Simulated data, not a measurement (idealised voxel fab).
Herein follows the process module entitled voxel trench capacitor.
Displayed cross-section: cut, width of 165 nm, square cells sized 5 nm.
We lay out every cross-section as a grid of square cells and spell it out in bands from the top down, where one band means one or more rows of cells.
Heights first: top, then bottom, in nm. Then materials, left to right, each with a width in nm. "throughout" on a single material: fills the band edge to edge. "blank": empty space.
We count height from 0. Below that, the starting wafer is all one material. The lowest band never ends at the bottom but goes on down; see "from 0 down" for how that is written.
Width "30 to 40": first value at the band's top row of cells, second value at its bottom row, equal change from row to row.
Take "no change occurred" at face value: in the step it is given for, the cross-section changed in none of its cells.
For the entry "Fully sealed cavities", the listed items are empty spaces with no open way to the top whose size is 8 cells or more; each item follows the pattern width x height at distance, where distance is from the left edge and all three are in nm.
What comes after the settings on a step's line is commentary from the simulator itself on that step.
A step line may carry the setting "overlay nm", which, for steps involving a mask, states the distance by which the mask lay to the right of its intended position; negative values denote displacement to the left.

## Intended process steps
1,RECEIVE: material Si
2,CONFORMAL_DEP: material SiN, thk nm 10
3,MASKED_ETCH: tone open, mask id TRENCH, width nm 30, pitch nm 60, etch materials SiN, depth nm 10, overlay nm 0
4,MASKED_ETCH: tone open, mask id TRENCH, width nm 30, pitch nm 60, etch materials Si, depth nm 35, overlay nm 0
5,CONFORMAL_DEP: material Al2O3, thk nm 5
6,CONFORMAL_DEP: material TiN, thk nm 5
7,FILL_DEP: material W, thk nm 10
8,CMP: height nm 10

## This is the cross-section of the wafer as we received it, i.e. after step 1
    from 0 down | Si throughout
    Fully sealed cavities: none

## One mistake in running the module, otherwise start and plan as above: cross-section at the end
    from 10 to 0 | 40 nm SiN | 5 nm Al2O3 | 10 nm TiN | 5 nm Al2O3 | 40 nm SiN | 5 nm Al2O3 | 10 nm TiN | 5 nm Al2O3 | 45 nm SiN
    from 0 to -30 | 40 nm Si | 5 nm Al2O3 | 10 nm TiN | 5 nm Al2O3 | 40 nm Si | 5 nm Al2O3 | 10 nm TiN | 5 nm Al2O3 | 45 nm Si
    from -30 to -35 | 40 nm Si | 20 nm Al2O3 | 40 nm Si | 20 nm Al2O3 | 45 nm Si
    from -35 down | Si throughout
    Fully sealed cavities: none
What went wrong in running the wafer? in deviation from the planned setting, step 3 was conducted as MASKED_ETCH: tone open, mask id TRENCH, width nm 20, pitch nm 60, etch materials SiN, depth nm 10, overlay nm 0
